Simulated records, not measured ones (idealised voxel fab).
Proc. module: voxel self aligned vias
Cross-section cut: width 245 nm, square cells of 5 nm.
In what follows, cross-sections appear as grids of square cells, described through bands that run from the top down, where every band is one or more rows of cells.
Band: top and bottom heights (nm) first, top before bottom; then materials from left to right, widths in nm. "edge to edge" marks a sole material filling the band edge to edge. "air" denotes empty space.
Heights are measured from 0, the level below which the as-received wafer is all one material; the lowest band has no bottom and continues downward, written as in "top 0, no bottom".
With a width like "30->40", each row of cells in the band differs from the next by the same amount, the top row carrying the first number and the bottom row the second.
The cross-section has no changed cell in any step marked "nothing was modified".
The label "Closed void table" introduces a list of the empty spaces, 8 cells or larger, that have no open way up to the top; each entry in it reads width x height at distance, where the distance is taken from the left edge and all three are stated in nm.
The remark found on a step's line after its settings is issued by the simulator itself and pertains to that step.
A step line may carry the setting "overlay nm", which, for steps involving a mask, states the distance by which the mask lay to the right of its intended position; negative values denote displacement to the left.
Intended process steps:
| 1 | RECEIVE [material Si] |
| 2 | CONFORMAL_DEP [material SiO2] [thk nm 10] |
| 3 | CONFORMAL_DEP [material SiCN] [thk nm 5] |
| 4 | DIRECTIONAL_DEP [material SiO2] [thk nm 30] |
| 5 | PATTERN [tone open] [mask id LINES] [material resist] [width nm 30] [pitch nm 70] [thk nm 15] [overlay nm 0] |
| 6 | DIRECTIONAL_ETCH [etch materials SiO2] [depth nm 30] |
| 7 | STRIP [etch materials resist] |
| 8 | CONFORMAL_DEP [material TiN] [thk nm 5] |
| 9 | FILL_DEP [material Ru] [thk nm 5] |
| 10 | CMP [height nm 45] |
| 11 | SELECTIVE_ETCH [etch materials W Ru TiN] [depth nm 5] |
| 12 | FILL_DEP [material SiN] [thk nm 5] |
| 13 | CMP [height nm 45] |
| 14 | DIRECTIONAL_DEP [material SiO2] [thk nm 20] |
| 15 | DIRECTIONAL_DEP [material aC] [thk nm 15] |
| 16 | PATTERN [tone open] [mask id VIAS] [material resist] [width nm 50] [pitch nm 140] [thk nm 35] [overlay nm 0] |
| 17 | DIRECTIONAL_ETCH [etch materials aC] [depth nm 15] |
| 18 | STRIP [etch materials resist] |
| 19 | DIRECTIONAL_ETCH [etch materials SiO2] [depth nm 20] |
| 20 | DIRECTIONAL_ETCH [etch materials SiN] [depth nm 5] |
| 21 | STRIP [etch materials aC] |
| 22 | CONFORMAL_DEP [material TiN] [thk nm 5] |
| 23 | FILL_DEP [material W] [thk nm 5] |
| 24 | CMP [height nm 65] |
| 25 | CONFORMAL_DEP [material SiN] [thk nm 5] |
Cross-section of the wafer as it came to us, i.e., already through step 1:
> top 0, no bottom | Si edge to edge
> Closed void table: none
Look at the cross-section after the module: the wafer started out the way shown above and the plan was the one shown above, yet one mistake was made along the way:
> top 70, bottom 65 | SiN edge to edge
> top 65, bottom 50 | SiO2 (25), TiN (5), W (45), TiN (5), SiO2 (85), TiN (5), W (45), TiN (5), SiO2 (25)
> top 50, bottom 45 | SiO2 (25), TiN (15), W (20), TiN (20), SiO2 (85), TiN (15), W (20), TiN (20), SiO2 (25)
> top 45, bottom 40 | SiO2 (35), TiN (30), SiO2 (40), SiN (30), SiO2 (40), TiN (30), SiO2 (40)
> top 40, bottom 20 | SiO2 (35), TiN (5), Ru (20), TiN (5), SiO2 (40), TiN (5), Ru (20), TiN (5), SiO2 (40), TiN (5), Ru (20), TiN (5), SiO2 (40)
> top 20, bottom 15 | SiO2 (35), TiN (30), SiO2 (40), TiN (30), SiO2 (40), TiN (30), SiO2 (40)
> top 15, bottom 10 | SiCN edge to edge
> top 10, bottom 0 | SiO2 edge to edge
> top 0, no bottom | Si edge to edge
> Closed void table: none
Against the plan, the run slipped here: it should be noted that step 16 was executed with settings other than those planned, the operation and settings actually applied being PATTERN [tone open] [mask id VIAS] [material resist] [width nm 55] [pitch nm 140] [thk nm 35] [overlay nm 0]
